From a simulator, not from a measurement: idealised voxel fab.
process module | voxel lift off
cross-section cut | 150 nm wide | cells 5 nm
A cross-section is a grid of square cells, given in bands from the top down. A band is one or more rows of cells.
Each band's line starts with the height of the band's top and of its bottom, in nm. Then come its materials from left to right, each with its width in nm. One material with "throughout" fills the band from edge to edge. "air" is empty space.
Height 0 is the level under which the wafer as received is all one material. The lowest band goes on downwards, as in "0 down".
A width such as "30 to 40" changes by the same amount from each row of cells to the next, from the band's top row to its bottom row.
"no change" after a step means that no cell of the cross-section changed.
closed voids: empty space of 8 cells or more with no open way to the top, each as width x height at its distance from the left edge, in nm
after a step's settings: what the simulator itself notes on the step
overlay nm, on a step with a mask: how far to the right of its planned place the mask lay; to the left if negative
plan
1 op RECEIVE | material Si
2 op CONFORMAL_DEP | material SiO2 | thk nm 15
3 op PATTERN | tone open | mask id LINES | material resist | width nm 25 | pitch nm 45 | thk nm 20 | overlay nm 0
4 op DIRECTIONAL_DEP | material Ru | thk nm 5
5 op STRIP | etch materials resist
6 op CONFORMAL_DEP | material SiN | thk nm 5
as received, after step 1
  0 down: Si throughout
  closed voids: none
a wafer at the end: this start, this plan, one mistake
  25 to 20: SiN 45 | air 15 | SiN 30 | air 15 | SiN 45
  20 to 15: Ru 40 | SiN 25 | Ru 20 | SiN 25 | Ru 40
  15 to 0: SiO2 throughout
  0 down: Si throughout
  closed voids: none
what went wrong: step 3 ran as: op PATTERN | tone cover | mask id LINES | material resist | width nm 25 | pitch nm 45 | thk nm 20 | overlay nm 0
